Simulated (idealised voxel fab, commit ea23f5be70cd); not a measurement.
voxel transistor to metal: a process module
FYI the section here is cut, 210 nm wide, cells are 5 nm squares.
Cross-section = grid of square cells, listed top down in bands; band = one or more rows.
In this notation a band is specified by the heights of its top and bottom, in that order and in nm, after which its materials appear from left to right, each paired with its width in nm. The word "full width" attached to a single material means that material fills the band from edge to edge; the word "blank" stands for empty space.
Heights are measured from 0, the level below which the as-received wafer is all one material; the lowest band has no bottom and continues downward, written as in "0 and below".
It should be noted that a width expressed as "30 to 40" varies in equal increments from row to row of cells within the band, taking the value of the first number at the top row and that of the second number at the bottom row.
Basically "no change occurred" means that step didn't change any cell in the cross-section.
The entry "Closed void catalog" lists the empty spaces that cover at least 8 cells and have no open path to the top. Each is written as width x height at distance, where the distance is measured from the left edge and all three values are in nm.
after a step's settings: what the simulator itself notes on the step
The line of a step may include "overlay nm". On a step with a mask, this value is how far to the right of its planned place the mask lay. A negative value means the mask lay to the left.
[Listed below are the process steps as planned]
| 1 | RECEIVE [material Si] |
| 2 | CONFORMAL_DEP [material SiO2] [thk nm 5] |
| 3 | CONFORMAL_DEP [material SiN] [thk nm 10] |
| 4 | MASKED_ETCH [tone cover] [mask id ACTIVE] [width nm 110] [etch materials SiN] [depth nm 10] [overlay nm 0] |
| 5 | MASKED_ETCH [tone cover] [mask id ACTIVE] [width nm 110] [etch materials SiO2] [depth nm 5] [overlay nm 0] |
| 6 | MASKED_ETCH [tone cover] [mask id ACTIVE] [width nm 110] [etch materials Si] [depth nm 25] [overlay nm 0] |
| 7 | FILL_DEP [material SiO2] [thk nm 10] |
| 8 | CMP [height nm 15] |
| 9 | SELECTIVE_ETCH [etch materials SiO2] [depth nm 5] |
| 10 | STRIP [etch materials SiN] |
| 11 | SELECTIVE_ETCH [etch materials SiO2] [depth nm 5] |
| 12 | OXIDIZE [depth nm 5] |
| 13 | DIRECTIONAL_DEP [material polySi] [thk nm 25] |
| 14 | DIRECTIONAL_DEP [material SiCN] [thk nm 15] |
| 15 | MASKED_ETCH [tone cover] [mask id GATE] [width nm 30] [etch materials SiCN] [depth nm 25] [overlay nm 0] |
| 16 | MASKED_ETCH [tone cover] [mask id GATE] [width nm 30] [etch materials polySi] [depth nm 35] [overlay nm 0] |
| 17 | CONFORMAL_DEP [material SiN] [thk nm 5] |
| 18 | DIRECTIONAL_ETCH [etch materials SiN] [depth nm 5] |
| 19 | DIRECTIONAL_ETCH [etch materials SiO2] [depth nm 5] |
| 20 | DIRECTIONAL_ETCH [etch materials Si] [depth nm 15] |
| 21 | EPI [material pSi] [thk nm 15] |
| 22 | FILL_DEP [material SiO2] [thk nm 5] |
| 23 | CMP [height nm 25] |
| 24 | STRIP [etch materials polySi] |
| 25 | SELECTIVE_ETCH [etch materials SiO2] [depth nm 5] |
| 26 | CONFORMAL_DEP [material HfO2] [thk nm 5] |
| 27 | CONFORMAL_DEP [material TiN] [thk nm 5] |
| 28 | FILL_DEP [material W] [thk nm 5] |
| 29 | CMP [height nm 20] |
| 30 | DIRECTIONAL_DEP [material SiO2] [thk nm 15] |
| 31 | DIRECTIONAL_DEP [material aC] [thk nm 15] |
| 32 | PATTERN [tone open] [mask id CONTACT] [material resist] [width nm 15] [pitch nm 75] [thk nm 35] [overlay nm 0] |
| 33 | DIRECTIONAL_ETCH [etch materials aC] [depth nm 15] |
| 34 | STRIP [etch materials resist] |
| 35 | DIRECTIONAL_ETCH [etch materials SiO2] [depth nm 40] |
| 36 | STRIP [etch materials aC] |
| 37 | CONFORMAL_DEP [material TiN] [thk nm 5] |
| 38 | FILL_DEP [material Ru] [thk nm 10] |
| 39 | CMP [height nm 35] |
| 40 | CONFORMAL_DEP [material SiCN] [thk nm 5] |
| 41 | DIRECTIONAL_DEP [material lowk] [thk nm 25] |
| 42 | MASKED_ETCH [tone open] [mask id METAL_1] [width nm 15] [pitch nm 75] [etch materials lowk] [depth nm 25] [overlay nm 0] |
| 43 | MASKED_ETCH [tone open] [mask id METAL_1] [width nm 15] [pitch nm 75] [etch materials SiCN] [depth nm 5] [overlay nm 0] |
| 44 | CONFORMAL_DEP [material TiN] [thk nm 5] |
| 45 | FILL_DEP [material Cu] [thk nm 10] |
| 46 | CMP [height nm 65] |
| 47 | CONFORMAL_DEP [material SiN] [thk nm 5] |
[The first of a set of two wafers, run to plan]
[Cross-section of the incoming wafer, state after step 1]
    0 and below | Si full width
    Closed void catalog: none
[Wafer xsec, post step 2]
    5 down to 0 | SiO2 full width
    At heights below 0, the structure remains unaltered.
[Wafer xsec, post step 3]
    15 down to 5 | SiN full width
    At heights below 5, the structure remains unaltered.
[Wafer xsec, post step 4]
    15 down to 5 | 50 blank, then 110 SiN, then 50 blank
    At heights below 5, the structure remains unaltered.
[Wafer xsec, post step 5]
    15 down to 5 | 50 blank, then 110 SiN, then 50 blank
    5 down to 0 | 50 blank, then 110 SiO2, then 50 blank
    At heights below 0, the structure remains unaltered.
[Wafer xsec, post step 6]
    15 down to 5 | 50 blank, then 110 SiN, then 50 blank
    5 down to 0 | 50 blank, then 110 SiO2, then 50 blank
    0 down to -25 | 50 blank, then 110 Si, then 50 blank
    At heights below -25, the structure remains unaltered.
[Wafer xsec, post step 7]
    25 down to 15 | SiO2 full width
    15 down to 5 | 50 SiO2, then 110 SiN, then 50 SiO2
    5 down to 0 | SiO2 full width
    0 down to -25 | 50 SiO2, then 110 Si, then 50 SiO2
    At heights below -25, the structure remains unaltered.
[Wafer xsec, post step 8]
    15 down to 5 | 50 SiO2, then 110 SiN, then 50 SiO2
    At heights below 5, the structure remains unaltered.
[Wafer xsec, post step 9]
    15 down to 10 | 50 blank, then 110 SiN, then 50 blank
    At heights below 10, the structure remains unaltered.
[Wafer xsec, post step 10]
    10 down to 5 | 50 SiO2, then 110 blank, then 50 SiO2
    At heights below 5, the structure remains unaltered.
[Wafer xsec, post step 11]
    5 down to 0 | 45 SiO2, then 120 blank, then 45 SiO2
    At heights below 0, the structure remains unaltered.
[Wafer xsec, post step 12]
    5 down to 0 | 45 SiO2, then 120 blank, then 45 SiO2
    0 down to -5 | SiO2 full width
    At heights below -5, the structure remains unaltered.
[Wafer xsec, post step 13]
    30 down to 25 | 45 polySi, then 120 blank, then 45 polySi
    25 down to 5 | polySi full width
    5 down to 0 | 45 SiO2, then 120 polySi, then 45 SiO2
    At heights below 0, the structure remains unaltered.
[Wafer xsec, post step 14]
    45 down to 40 | 45 SiCN, then 120 blank, then 45 SiCN
    40 down to 30 | SiCN full width
    30 down to 25 | 45 polySi, then 120 SiCN, then 45 polySi
    At heights below 25, the structure remains unaltered.
[Wafer xsec, post step 15]
    40 down to 30 | 90 blank, then 30 SiCN, then 90 blank
    30 down to 25 | 45 polySi, then 45 blank, then 30 SiCN, then 45 blank, then 45 polySi
    At heights below 25, the structure remains unaltered.
[Wafer xsec, post step 16]
    40 down to 25 | 90 blank, then 30 SiCN, then 90 blank
    25 down to 5 | 90 blank, then 30 polySi, then 90 blank
    5 down to 0 | 45 SiO2, then 45 blank, then 30 polySi, then 45 blank, then 45 SiO2
    At heights below 0, the structure remains unaltered.
[Wafer xsec, post step 17]
    45 down to 40 | 85 blank, then 40 SiN, then 85 blank
    40 down to 25 | 85 blank, then 5 SiN, then 30 SiCN, then 5 SiN, then 85 blank
    25 down to 10 | 85 blank, then 5 SiN, then 30 polySi, then 5 SiN, then 85 blank
    10 down to 5 | 50 SiN, then 35 blank, then 5 SiN, then 30 polySi, then 5 SiN, then 35 blank, then 50 SiN
    5 down to 0 | 45 SiO2, then 45 SiN, then 30 polySi, then 45 SiN, then 45 SiO2
    At heights below 0, the structure remains unaltered.
[Wafer xsec, post step 18]
    40 down to 25 | 85 blank, then 5 SiN, then 30 SiCN, then 5 SiN, then 85 blank
    25 down to 5 | 85 blank, then 5 SiN, then 30 polySi, then 5 SiN, then 85 blank
    5 down to 0 | 45 SiO2, then 5 SiN, then 35 blank, then 5 SiN, then 30 polySi, then 5 SiN, then 35 blank, then 5 SiN, then 45 SiO2
    At heights below 0, the structure remains unaltered.
[Wafer xsec, post step 19]
    40 down to 25 | 85 blank, then 5 SiN, then 30 SiCN, then 5 SiN, then 85 blank
    25 down to 5 | 85 blank, then 5 SiN, then 30 polySi, then 5 SiN, then 85 blank
    5 down to 0 | 45 blank, then 5 SiN, then 35 blank, then 5 SiN, then 30 polySi, then 5 SiN, then 35 blank, then 5 SiN, then 45 blank
    0 down to -5 | 50 SiO2, then 35 blank, then 40 SiO2, then 35 blank, then 50 SiO2
    At heights below -5, the structure remains unaltered.
[Wafer xsec, post step 20]
    40 down to 25 | 85 blank, then 5 SiN, then 30 SiCN, then 5 SiN, then 85 blank
    25 down to 5 | 85 blank, then 5 SiN, then 30 polySi, then 5 SiN, then 85 blank
    5 down to 0 | 45 blank, then 5 SiN, then 35 blank, then 5 SiN, then 30 polySi, then 5 SiN, then 35 blank, then 5 SiN, then 45 blank
    0 down to -5 | 50 SiO2, then 35 blank, then 40 SiO2, then 35 blank, then 50 SiO2
    -5 down to -20 | 50 SiO2, then 35 blank, then 40 Si, then 35 blank, then 50 SiO2
    At heights below -20, the structure remains unaltered.
[Wafer xsec, post step 21]
    40 down to 25 | 85 blank, then 5 SiN, then 30 SiCN, then 5 SiN, then 85 blank
    25 down to 10 | 85 blank, then 5 SiN, then 30 polySi, then 5 SiN, then 85 blank
    10 down to 5 | 70 blank, then 15 pSi, then 5 SiN, then 30 polySi, then 5 SiN, then 15 pSi, then 70 blank
    5 down to 0 | 45 blank, then 5 SiN, then 20 blank, then 15 pSi, then 5 SiN, then 30 polySi, then 5 SiN, then 15 pSi, then 20 blank, then 5 SiN, then 45 blank
    0 down to -5 | 50 SiO2, then 20 blank, then 15 pSi, then 40 SiO2, then 15 pSi, then 20 blank, then 50 SiO2
    -5 down to -20 | 50 SiO2, then 35 pSi, then 40 Si, then 35 pSi, then 50 SiO2
    At heights below -20, the structure remains unaltered.
[Wafer xsec, post step 22]
    45 down to 40 | SiO2 full width
    40 down to 25 | 85 SiO2, then 5 SiN, then 30 SiCN, then 5 SiN, then 85 SiO2
    25 down to 10 | 85 SiO2, then 5 SiN, then 30 polySi, then 5 SiN, then 85 SiO2
    10 down to 5 | 70 SiO2, then 15 pSi, then 5 SiN, then 30 polySi, then 5 SiN, then 15 pSi, then 70 SiO2
    5 down to 0 | 45 SiO2, then 5 SiN, then 20 SiO2, then 15 pSi, then 5 SiN, then 30 polySi, then 5 SiN, then 15 pSi, then 20 SiO2, then 5 SiN, then 45 SiO2
    0 down to -5 | 70 SiO2, then 15 pSi, then 40 SiO2, then 15 pSi, then 70 SiO2
    At heights below -5, the structure remains unaltered.
[Wafer xsec, post step 23]
    25 down to 10 | 85 SiO2, then 5 SiN, then 30 polySi, then 5 SiN, then 85 SiO2
    At heights below 10, the structure remains unaltered.
[Wafer xsec, post step 24]
    25 down to 10 | 85 SiO2, then 5 SiN, then 30 blank, then 5 SiN, then 85 SiO2
    10 down to 5 | 70 SiO2, then 15 pSi, then 5 SiN, then 30 blank, then 5 SiN, then 15 pSi, then 70 SiO2
    5 down to 0 | 45 SiO2, then 5 SiN, then 20 SiO2, then 15 pSi, then 5 SiN, then 30 blank, then 5 SiN, then 15 pSi, then 20 SiO2, then 5 SiN, then 45 SiO2
    At heights below 0, the structure remains unaltered.
[Wafer xsec, post step 25]
    25 down to 20 | 85 blank, then 5 SiN, then 30 blank, then 5 SiN, then 85 blank
    20 down to 10 | 85 SiO2, then 5 SiN, then 30 blank, then 5 SiN, then 85 SiO2
    10 down to 5 | 70 SiO2, then 15 pSi, then 5 SiN, then 30 blank, then 5 SiN, then 15 pSi, then 70 SiO2
    5 down to 0 | 45 SiO2, then 5 SiN, then 20 SiO2, then 15 pSi, then 5 SiN, then 30 blank, then 5 SiN, then 15 pSi, then 20 SiO2, then 5 SiN, then 45 SiO2
    0 down to -5 | 70 SiO2, then 15 pSi, then 40 blank, then 15 pSi, then 70 SiO2
    At heights below -5, the structure remains unaltered.
[Wafer xsec, post step 26]
    30 down to 25 | 80 blank, then 15 HfO2, then 20 blank, then 15 HfO2, then 80 blank
    25 down to 20 | 85 HfO2, then 5 SiN, then 5 HfO2, then 20 blank, then 5 HfO2, then 5 SiN, then 85 HfO2
    20 down to 10 | 85 SiO2, then 5 SiN, then 5 HfO2, then 20 blank, then 5 HfO2, then 5 SiN, then 85 SiO2
    10 down to 5 | 70 SiO2, then 15 pSi, then 5 SiN, then 5 HfO2, then 20 blank, then 5 HfO2, then 5 SiN, then 15 pSi, then 70 SiO2
    5 down to 0 | 45 SiO2, then 5 SiN, then 20 SiO2, then 15 pSi, then 5 SiN, then 5 HfO2, then 20 blank, then 5 HfO2, then 5 SiN, then 15 pSi, then 20 SiO2, then 5 SiN, then 45 SiO2
    0 down to -5 | 70 SiO2, then 15 pSi, then 40 HfO2, then 15 pSi, then 70 SiO2
    At heights below -5, the structure remains unaltered.
[Wafer xsec, post step 27]
    35 down to 30 | 75 blank, then 25 TiN, then 10 blank, then 25 TiN, then 75 blank
    30 down to 25 | 80 TiN, then 15 HfO2, then 5 TiN, then 10 blank, then 5 TiN, then 15 HfO2, then 80 TiN
    25 down to 20 | 85 HfO2, then 5 SiN, then 5 HfO2, then 5 TiN, then 10 blank, then 5 TiN, then 5 HfO2, then 5 SiN, then 85 HfO2
    20 down to 10 | 85 SiO2, then 5 SiN, then 5 HfO2, then 5 TiN, then 10 blank, then 5 TiN, then 5 HfO2, then 5 SiN, then 85 SiO2
    10 down to 5 | 70 SiO2, then 15 pSi, then 5 SiN, then 5 HfO2, then 5 TiN, then 10 blank, then 5 TiN, then 5 HfO2, then 5 SiN, then 15 pSi, then 70 SiO2
    5 down to 0 | 45 SiO2, then 5 SiN, then 20 SiO2, then 15 pSi, then 5 SiN, then 5 HfO2, then 20 TiN, then 5 HfO2, then 5 SiN, then 15 pSi, then 20 SiO2, then 5 SiN, then 45 SiO2
    At heights below 0, the structure remains unaltered.
[Wafer xsec, post step 28]
    40 down to 35 | W full width
    35 down to 30 | 75 W, then 25 TiN, then 10 W, then 25 TiN, then 75 W
    30 down to 25 | 80 TiN, then 15 HfO2, then 5 TiN, then 10 W, then 5 TiN, then 15 HfO2, then 80 TiN
    25 down to 20 | 85 HfO2, then 5 SiN, then 5 HfO2, then 5 TiN, then 10 W, then 5 TiN, then 5 HfO2, then 5 SiN, then 85 HfO2
    20 down to 10 | 85 SiO2, then 5 SiN, then 5 HfO2, then 5 TiN, then 10 W, then 5 TiN, then 5 HfO2, then 5 SiN, then 85 SiO2
    10 down to 5 | 70 SiO2, then 15 pSi, then 5 SiN, then 5 HfO2, then 5 TiN, then 10 W, then 5 TiN, then 5 HfO2, then 5 SiN, then 15 pSi, then 70 SiO2
    At heights below 5, the structure remains unaltered.
[Wafer xsec, post step 29]
    20 down to 10 | 85 SiO2, then 5 SiN, then 5 HfO2, then 5 TiN, then 10 W, then 5 TiN, then 5 HfO2, then 5 SiN, then 85 SiO2
    At heights below 10, the structure remains unaltered.
[Wafer xsec, post step 30]
    35 down to 20 | SiO2 full width
    At heights below 20, the structure remains unaltered.
[Wafer xsec, post step 31]
    50 down to 35 | aC full width
    At heights below 35, the structure remains unaltered.
[Wafer xsec, post step 32]
    85 down to 50 | 60 resist, then 15 blank, then 60 resist, then 15 blank, then 60 resist
    At heights below 50, the structure remains unaltered.
[Wafer xsec, post step 33]
    70 down to 50 | 60 resist, then 15 blank, then 60 resist, then 15 blank, then 60 resist
    50 down to 35 | 60 aC, then 15 blank, then 60 aC, then 15 blank, then 60 aC
    At heights below 35, the structure remains unaltered.
[Wafer xsec, post step 34]
    50 down to 35 | 60 aC, then 15 blank, then 60 aC, then 15 blank, then 60 aC
    At heights below 35, the structure remains unaltered.
[Wafer xsec, post step 35]
    50 down to 35 | 60 aC, then 15 blank, then 60 aC, then 15 blank, then 60 aC
    35 down to 20 | 60 SiO2, then 15 blank, then 60 SiO2, then 15 blank, then 60 SiO2
    20 down to 10 | 60 SiO2, then 15 blank, then 10 SiO2, then 5 SiN, then 5 HfO2, then 5 TiN, then 10 W, then 5 TiN, then 5 HfO2, then 5 SiN, then 10 SiO2, then 15 blank, then 60 SiO2
    10 down to 5 | 60 SiO2, then 10 blank, then 15 pSi, then 5 SiN, then 5 HfO2, then 5 TiN, then 10 W, then 5 TiN, then 5 HfO2, then 5 SiN, then 15 pSi, then 10 blank, then 60 SiO2
    5 down to 0 | 45 SiO2, then 5 SiN, then 10 SiO2, then 10 blank, then 15 pSi, then 5 SiN, then 5 HfO2, then 20 TiN, then 5 HfO2, then 5 SiN, then 15 pSi, then 10 blank, then 10 SiO2, then 5 SiN, then 45 SiO2
    0 down to -5 | 60 SiO2, then 10 blank, then 15 pSi, then 40 HfO2, then 15 pSi, then 10 blank, then 60 SiO2
    At heights below -5, the structure remains unaltered.
[Wafer xsec, post step 36]
    35 down to 20 | 60 SiO2, then 15 blank, then 60 SiO2, then 15 blank, then 60 SiO2
    At heights below 20, the structure remains unaltered.
[Wafer xsec, post step 37]
    40 down to 35 | 65 TiN, then 5 blank, then 70 TiN, then 5 blank, then 65 TiN
    35 down to 20 | 60 SiO2, then 5 TiN, then 5 blank, then 5 TiN, then 60 SiO2, then 5 TiN, then 5 blank, then 5 TiN, then 60 SiO2
    20 down to 15 | 60 SiO2, then 5 TiN, then 5 blank, then 5 TiN, then 10 SiO2, then 5 SiN, then 5 HfO2, then 5 TiN, then 10 W, then 5 TiN, then 5 HfO2, then 5 SiN, then 10 SiO2, then 5 TiN, then 5 blank, then 5 TiN, then 60 SiO2
    15 down to 10 | 60 SiO2, then 15 TiN, then 10 SiO2, then 5 SiN, then 5 HfO2, then 5 TiN, then 10 W, then 5 TiN, then 5 HfO2, then 5 SiN, then 10 SiO2, then 15 TiN, then 60 SiO2
    10 down to 5 | 60 SiO2, then 10 TiN, then 15 pSi, then 5 SiN, then 5 HfO2, then 5 TiN, then 10 W, then 5 TiN, then 5 HfO2, then 5 SiN, then 15 pSi, then 10 TiN, then 60 SiO2
    5 down to 0 | 45 SiO2, then 5 SiN, then 10 SiO2, then 10 TiN, then 15 pSi, then 5 SiN, then 5 HfO2, then 20 TiN, then 5 HfO2, then 5 SiN, then 15 pSi, then 10 TiN, then 10 SiO2, then 5 SiN, then 45 SiO2
    0 down to -5 | 60 SiO2, then 10 TiN, then 15 pSi, then 40 HfO2, then 15 pSi, then 10 TiN, then 60 SiO2
    At heights below -5, the structure remains unaltered.
[Wafer xsec, post step 38]
    50 down to 40 | Ru full width
    40 down to 35 | 65 TiN, then 5 Ru, then 70 TiN, then 5 Ru, then 65 TiN
    35 down to 20 | 60 SiO2, then 5 TiN, then 5 Ru, then 5 TiN, then 60 SiO2, then 5 TiN, then 5 Ru, then 5 TiN, then 60 SiO2
    20 down to 15 | 60 SiO2, then 5 TiN, then 5 Ru, then 5 TiN, then 10 SiO2, then 5 SiN, then 5 HfO2, then 5 TiN, then 10 W, then 5 TiN, then 5 HfO2, then 5 SiN, then 10 SiO2, then 5 TiN, then 5 Ru, then 5 TiN, then 60 SiO2
    At heights below 15, the structure remains unaltered.
[Wafer xsec, post step 39]
    35 down to 20 | 60 SiO2, then 5 TiN, then 5 Ru, then 5 TiN, then 60 SiO2, then 5 TiN, then 5 Ru, then 5 TiN, then 60 SiO2
    At heights below 20, the structure remains unaltered.
[Wafer xsec, post step 40]
    40 down to 35 | SiCN full width
    At heights below 35, the structure remains unaltered.
[Wafer xsec, post step 41]
    65 down to 40 | lowk full width
    At heights below 40, the structure remains unaltered.
[Wafer xsec, post step 42]
    65 down to 40 | 60 lowk, then 15 blank, then 60 lowk, then 15 blank, then 60 lowk
    At heights below 40, the structure remains unaltered.
[Wafer xsec, post step 43]
    65 down to 40 | 60 lowk, then 15 blank, then 60 lowk, then 15 blank, then 60 lowk
    40 down to 35 | 60 SiCN, then 15 blank, then 60 SiCN, then 15 blank, then 60 SiCN
    At heights below 35, the structure remains unaltered.
[Wafer xsec, post step 44]
    70 down to 65 | 65 TiN, then 5 blank, then 70 TiN, then 5 blank, then 65 TiN
    65 down to 40 | 60 lowk, then 5 TiN, then 5 blank, then 5 TiN, then 60 lowk, then 5 TiN, then 5 blank, then 5 TiN, then 60 lowk
    40 down to 35 | 60 SiCN, then 15 TiN, then 60 SiCN, then 15 TiN, then 60 SiCN
    At heights below 35, the structure remains unaltered.
[Wafer xsec, post step 45]
    80 down to 70 | Cu full width
    70 down to 65 | 65 TiN, then 5 Cu, then 70 TiN, then 5 Cu, then 65 TiN
    65 down to 40 | 60 lowk, then 5 TiN, then 5 Cu, then 5 TiN, then 60 lowk, then 5 TiN, then 5 Cu, then 5 TiN, then 60 lowk
    At heights below 40, the structure remains unaltered.
[Wafer xsec, post step 46]
    65 down to 40 | 60 lowk, then 5 TiN, then 5 Cu, then 5 TiN, then 60 lowk, then 5 TiN, then 5 Cu, then 5 TiN, then 60 lowk
    At heights below 40, the structure remains unaltered.
[Wafer xsec, post step 47]
    70 down to 65 | SiN full width
    At heights below 65, the structure remains unaltered.
[The second wafer was prepared from the same starting point and under the same plan as the first; its processing contained one mistake, and it remains indistinguishable from the first wafer up to and including step 29]
[Cross-section of the second wafer corresponding to the planned conclusion of step 30]
    25 down to 20 | SiO2 full width
    At heights below 20, the structure remains unaltered.
[Cross-section of the second wafer corresponding to the planned conclusion of step 31]
    40 down to 25 | aC full width
    At heights below 25, the structure remains unaltered.
[Cross-section of the second wafer corresponding to the planned conclusion of step 32]
    75 down to 40 | 60 resist, then 15 blank, then 60 resist, then 15 blank, then 60 resist
    At heights below 40, the structure remains unaltered.
[Cross-section of the second wafer corresponding to the planned conclusion of step 33]
    60 down to 40 | 60 resist, then 15 blank, then 60 resist, then 15 blank, then 60 resist
    40 down to 25 | 60 aC, then 15 blank, then 60 aC, then 15 blank, then 60 aC
    At heights below 25, the structure remains unaltered.
[Cross-section of the second wafer corresponding to the planned conclusion of step 34]
    40 down to 25 | 60 aC, then 15 blank, then 60 aC, then 15 blank, then 60 aC
    At heights below 25, the structure remains unaltered.
[Cross-section of the second wafer corresponding to the planned conclusion of step 35]
    40 down to 25 | 60 aC, then 15 blank, then 60 aC, then 15 blank, then 60 aC
    25 down to 20 | 60 SiO2, then 15 blank, then 60 SiO2, then 15 blank, then 60 SiO2
    20 down to 10 | 60 SiO2, then 15 blank, then 10 SiO2, then 5 SiN, then 5 HfO2, then 5 TiN, then 10 W, then 5 TiN, then 5 HfO2, then 5 SiN, then 10 SiO2, then 15 blank, then 60 SiO2
    10 down to 5 | 60 SiO2, then 10 blank, then 15 pSi, then 5 SiN, then 5 HfO2, then 5 TiN, then 10 W, then 5 TiN, then 5 HfO2, then 5 SiN, then 15 pSi, then 10 blank, then 60 SiO2
    5 down to 0 | 45 SiO2, then 5 SiN, then 10 SiO2, then 10 blank, then 15 pSi, then 5 SiN, then 5 HfO2, then 20 TiN, then 5 HfO2, then 5 SiN, then 15 pSi, then 10 blank, then 10 SiO2, then 5 SiN, then 45 SiO2
    0 down to -5 | 60 SiO2, then 10 blank, then 15 pSi, then 40 HfO2, then 15 pSi, then 10 blank, then 60 SiO2
    At heights below -5, the structure remains unaltered.
[Cross-section of the second wafer corresponding to the planned conclusion of step 36]
    25 down to 20 | 60 SiO2, then 15 blank, then 60 SiO2, then 15 blank, then 60 SiO2
    At heights below 20, the structure remains unaltered.
[Cross-section of the second wafer corresponding to the planned conclusion of step 37]
    30 down to 25 | 65 TiN, then 5 blank, then 70 TiN, then 5 blank, then 65 TiN
    25 down to 20 | 60 SiO2, then 5 TiN, then 5 blank, then 5 TiN, then 60 SiO2, then 5 TiN, then 5 blank, then 5 TiN, then 60 SiO2
    20 down to 15 | 60 SiO2, then 5 TiN, then 5 blank, then 5 TiN, then 10 SiO2, then 5 SiN, then 5 HfO2, then 5 TiN, then 10 W, then 5 TiN, then 5 HfO2, then 5 SiN, then 10 SiO2, then 5 TiN, then 5 blank, then 5 TiN, then 60 SiO2
    15 down to 10 | 60 SiO2, then 15 TiN, then 10 SiO2, then 5 SiN, then 5 HfO2, then 5 TiN, then 10 W, then 5 TiN, then 5 HfO2, then 5 SiN, then 10 SiO2, then 15 TiN, then 60 SiO2
    10 down to 5 | 60 SiO2, then 10 TiN, then 15 pSi, then 5 SiN, then 5 HfO2, then 5 TiN, then 10 W, then 5 TiN, then 5 HfO2, then 5 SiN, then 15 pSi, then 10 TiN, then 60 SiO2
    5 down to 0 | 45 SiO2, then 5 SiN, then 10 SiO2, then 10 TiN, then 15 pSi, then 5 SiN, then 5 HfO2, then 20 TiN, then 5 HfO2, then 5 SiN, then 15 pSi, then 10 TiN, then 10 SiO2, then 5 SiN, then 45 SiO2
    0 down to -5 | 60 SiO2, then 10 TiN, then 15 pSi, then 40 HfO2, then 15 pSi, then 10 TiN, then 60 SiO2
    At heights below -5, the structure remains unaltered.
[Cross-section of the second wafer corresponding to the planned conclusion of step 38]
    40 down to 30 | Ru full width
    30 down to 25 | 65 TiN, then 5 Ru, then 70 TiN, then 5 Ru, then 65 TiN
    25 down to 20 | 60 SiO2, then 5 TiN, then 5 Ru, then 5 TiN, then 60 SiO2, then 5 TiN, then 5 Ru, then 5 TiN, then 60 SiO2
    20 down to 15 | 60 SiO2, then 5 TiN, then 5 Ru, then 5 TiN, then 10 SiO2, then 5 SiN, then 5 HfO2, then 5 TiN, then 10 W, then 5 TiN, then 5 HfO2, then 5 SiN, then 10 SiO2, then 5 TiN, then 5 Ru, then 5 TiN, then 60 SiO2
    At heights below 15, the structure remains unaltered.
[Cross-section of the second wafer corresponding to the planned conclusion of step 39]
    35 down to 30 | Ru full width
    At heights below 30, the structure remains unaltered.
[Cross-section of the second wafer corresponding to the planned conclusion of step 40]
    40 down to 35 | SiCN full width
    At heights below 35, the structure remains unaltered.
[Cross-section of the second wafer corresponding to the planned conclusion of step 41]
    65 down to 40 | lowk full width
    At heights below 40, the structure remains unaltered.
[Cross-section of the second wafer corresponding to the planned conclusion of step 42]
    65 down to 40 | 60 lowk, then 15 blank, then 60 lowk, then 15 blank, then 60 lowk
    At heights below 40, the structure remains unaltered.
[Cross-section of the second wafer corresponding to the planned conclusion of step 43]
    65 down to 40 | 60 lowk, then 15 blank, then 60 lowk, then 15 blank, then 60 lowk
    40 down to 35 | 60 SiCN, then 15 blank, then 60 SiCN, then 15 blank, then 60 SiCN
    At heights below 35, the structure remains unaltered.
[Cross-section of the second wafer corresponding to the planned conclusion of step 44]
    70 down to 65 | 65 TiN, then 5 blank, then 70 TiN, then 5 blank, then 65 TiN
    65 down to 40 | 60 lowk, then 5 TiN, then 5 blank, then 5 TiN, then 60 lowk, then 5 TiN, then 5 blank, then 5 TiN, then 60 lowk
    40 down to 35 | 60 SiCN, then 15 TiN, then 60 SiCN, then 15 TiN, then 60 SiCN
    At heights below 35, the structure remains unaltered.
[Cross-section of the second wafer corresponding to the planned conclusion of step 45]
    80 down to 70 | Cu full width
    70 down to 65 | 65 TiN, then 5 Cu, then 70 TiN, then 5 Cu, then 65 TiN
    65 down to 40 | 60 lowk, then 5 TiN, then 5 Cu, then 5 TiN, then 60 lowk, then 5 TiN, then 5 Cu, then 5 TiN, then 60 lowk
    At heights below 40, the structure remains unaltered.
[Cross-section of the second wafer corresponding to the planned conclusion of step 46]
    65 down to 40 | 60 lowk, then 5 TiN, then 5 Cu, then 5 TiN, then 60 lowk, then 5 TiN, then 5 Cu, then 5 TiN, then 60 lowk
    At heights below 40, the structure remains unaltered.
[Cross-section of the second wafer corresponding to the planned conclusion of step 47]
    70 down to 65 | SiN full width
    At heights below 65, the structure remains unaltered.
what went wrong: step 30 ran with different settings than intended, the actual operation and settings being DIRECTIONAL_DEP [material SiO2] [thk nm 5]
In the final state, the cell counts of the second wafer exceed or fall short of those of the first for the following materials: Ru: 40 more, SiO2: 72 fewer, TiN: 32 more
